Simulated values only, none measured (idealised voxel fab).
process module | voxel ribs on slabs
cross-section cut | 220 nm wide | cells 5 nm
A cross-section is a grid of square cells, given in bands from the top down. A band is one or more rows of cells.
Each band's line starts with the height of the band's top and of its bottom, in nm. Then come its materials from left to right, each with its width in nm. One material with "throughout" fills the band from edge to edge. "air" is empty space.
Height 0 is the level under which the wafer as received is all one material. The lowest band goes on downwards, as in "0 down".
A width such as "30 to 40" changes by the same amount from each row of cells to the next, from the band's top row to its bottom row.
"no change" after a step means that no cell of the cross-section changed.
closed voids: empty space of 8 cells or more with no open way to the top, each as width x height at its distance from the left edge, in nm
after a step's settings: what the simulator itself notes on the step
overlay nm, on a step with a mask: how far to the right of its planned place the mask lay; to the left if negative
plan
1 op RECEIVE | material Si
2 op DIRECTIONAL_DEP | material SiO2 | thk nm 30
3 op DIRECTIONAL_DEP | material polySi | thk nm 15
4 op PATTERN | tone cover | mask id RIB | material resist | width nm 20 | thk nm 15 | overlay nm 0
5 op DIRECTIONAL_ETCH | etch materials polySi | depth nm 10
6 op STRIP | etch materials resist
7 op MASKED_ETCH | tone cover | mask id SLAB | width nm 70 | etch materials polySi | depth nm 5 | overlay nm 0
8 op FILL_DEP | material SiO2 | thk nm 15
9 op CMP | height nm 55
10 op DIRECTIONAL_DEP | material TiN | thk nm 5
11 op DIRECTIONAL_DEP | material aC | thk nm 15
12 op PATTERN | tone cover | mask id HEATER | material resist | width nm 30 | thk nm 35 | overlay nm 0
13 op DIRECTIONAL_ETCH | etch materials aC | depth nm 15
14 op STRIP | etch materials resist
15 op DIRECTIONAL_ETCH | etch materials TiN | depth nm 5
16 op STRIP | etch materials aC
17 op CONFORMAL_DEP | material SiO2 | thk nm 5
varied across the wafers: thk nm of step 17. The plan shows the first wafer's value. All wafers start alike
first wafer as received, after step 1
  0 down: Si throughout
  closed voids: none
first wafer at the end, after step 17
  65 to 60: air 90 | SiO2 40 | air 90
  60 to 55: SiO2 95 | TiN 30 | SiO2 95
  55 to 45: SiO2 throughout
  45 to 35: SiO2 100 | polySi 20 | SiO2 100
  35 to 30: SiO2 75 | polySi 70 | SiO2 75
  30 to 0: SiO2 throughout
  0 down: Si throughout
  closed voids: none
last wafer at the end
  80 to 75: air 75 | SiO2 70 | air 75
  75 to 60: SiO2 throughout
  60 to 55: SiO2 95 | TiN 30 | SiO2 95
  55 to 45: SiO2 throughout
  45 to 35: SiO2 100 | polySi 20 | SiO2 100
  35 to 30: SiO2 75 | polySi 70 | SiO2 75
  30 to 0: SiO2 throughout
  0 down: Si throughout
  closed voids: none
each wafer at the end: cells of each material gained (+) or lost (-) since it was received, then its closed voids
thk nm 5 | +508 SiO2 | +6 TiN | +22 polySi | closed voids: none
thk nm 10 | +554 SiO2 | +6 TiN | +22 polySi | closed voids: none
thk nm 15 | +600 SiO2 | +6 TiN | +22 polySi | closed voids: none
thk nm 20 | +646 SiO2 | +6 TiN | +22 polySi | closed voids: none
